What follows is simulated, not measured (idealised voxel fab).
The process module presented herein is designated voxel capacitor over wiring.
Displayed cross-section: cut, width of 195 nm, square cells sized 5 nm.
Bands, listed from the top down, are how a cross-section gets written in this document; the cross-section itself is a grid of square cells, and a band is one or more rows of them.
The entry gives the band's vertical extent as a top height and a bottom height in nm, then its horizontal make-up as materials from left to right, each with a width in nm. "air" stands for empty space; a single material marked "everywhere" fills the band edge to edge.
Where do heights start? At 0: under that level the wafer as delivered is made of one material only. And the lowest band has no floor; it just carries on downward, as in "0..down".
Width "30->40": first value at the band's top row of cells, second value at its bottom row, equal change from row to row.
"nothing was modified", as given for a step, is the statement that not any cell of the cross-section underwent a change during that step.
"Completely sealed voids" - sealed voids, min. 8 cells, no opening to top; format: width x height at distance (distance from left edge; nm throughout).
Whatever follows a step's settings on its line is a remark the simulator itself makes about that step.
overlay nm: on a step with a mask, how far right of its planned place the mask lay; negative means left.
The planned process steps are enumerated hereunder
1,op RECEIVE | material Si
2,op CONFORMAL_DEP | material SiO2 | thk nm 15
3,op CONFORMAL_DEP | material SiN | thk nm 5
4,op DIRECTIONAL_DEP | material lowk | thk nm 15
5,op DIRECTIONAL_DEP | material aC | thk nm 15
6,op PATTERN | tone open | mask id METAL_1 | material resist | width nm 30 | pitch nm 80 | thk nm 30 | overlay nm 0
7,op DIRECTIONAL_ETCH | etch materials aC | depth nm 15
8,op STRIP | etch materials resist
9,op DIRECTIONAL_ETCH | etch materials lowk | depth nm 15
10,op DIRECTIONAL_ETCH | etch materials SiN | depth nm 5
11,op STRIP | etch materials aC
12,op CONFORMAL_DEP | material TiN | thk nm 5
13,op FILL_DEP | material Ru | thk nm 10
14,op CMP | height nm 35
15,op CONFORMAL_DEP | material SiCN | thk nm 5
16,op DIRECTIONAL_DEP | material SiO2 | thk nm 15
17,op MASKED_ETCH | tone open | mask id PLUG_1 | width nm 15 | etch materials SiO2 | depth nm 15 | overlay nm 0
18,op MASKED_ETCH | tone open | mask id PLUG_1 | width nm 15 | etch materials SiCN | depth nm 5 | overlay nm 0
19,op EPI | material Ru | thk nm 10
20,op EPI | material Ru | thk nm 10
21,op DIRECTIONAL_DEP | material TiN | thk nm 5
22,op DIRECTIONAL_DEP | material HfO2 | thk nm 5
23,op DIRECTIONAL_DEP | material TiN | thk nm 5
24,op MASKED_ETCH | tone cover | mask id UPPER_PLATE | width nm 55 | etch materials TiN | depth nm 5 | overlay nm 0
25,op MASKED_ETCH | tone cover | mask id UPPER_PLATE | width nm 55 | etch materials HfO2 | depth nm 5 | overlay nm 0
26,op MASKED_ETCH | tone cover | mask id LOWER_PLATE | width nm 65 | etch materials TiN | depth nm 5 | overlay nm -15
27,op FILL_DEP | material SiO2 | thk nm 20
28,op CMP | height nm 85
29,op PATTERN | tone open | mask id PLUG_2 | material resist | width nm 15 | thk nm 15 | overlay nm 0
30,op DIRECTIONAL_ETCH | etch materials SiO2 | depth nm 15
31,op STRIP | etch materials resist
32,op CONFORMAL_DEP | material TiN | thk nm 5
33,op FILL_DEP | material W | thk nm 5
34,op CMP | height nm 85
35,op CONFORMAL_DEP | material SiCN | thk nm 5
Heads up: all these wafers start the same, and what changes between them is the overlay nm in step 26. The value you see in the plan is just what the first wafer got.
First of several wafers (as received, post step 1), cross-sectional view
0..down = Si everywhere
Completely sealed voids: none
Where each wafer stands at the end of the module, a row apiece: cells of each material gained (+) or lost (-) since it was received, then closed voids
overlay nm -15; +11 HfO2; +36 Ru; +75 SiCN; +27 SiN; +415 SiO2; +55 TiN; +2 W; +81 lowk; Completely sealed voids: none
overlay nm -10; +11 HfO2; +36 Ru; +75 SiCN; +27 SiN; +415 SiO2; +55 TiN; +2 W; +81 lowk; Completely sealed voids: none
overlay nm -5; +11 HfO2; +36 Ru; +75 SiCN; +27 SiN; +415 SiO2; +55 TiN; +2 W; +81 lowk; Completely sealed voids: none
overlay nm 0; +11 HfO2; +36 Ru; +75 SiCN; +27 SiN; +415 SiO2; +55 TiN; +2 W; +81 lowk; Completely sealed voids: none
overlay nm 5; +11 HfO2; +36 Ru; +75 SiCN; +27 SiN; +415 SiO2; +55 TiN; +2 W; +81 lowk; Completely sealed voids: none
overlay nm 10; +11 HfO2; +36 Ru; +75 SiCN; +27 SiN; +415 SiO2; +55 TiN; +2 W; +81 lowk; Completely sealed voids: none
overlay nm 15; +11 HfO2; +36 Ru; +75 SiCN; +27 SiN; +415 SiO2; +55 TiN; +2 W; +81 lowk; Completely sealed voids: none
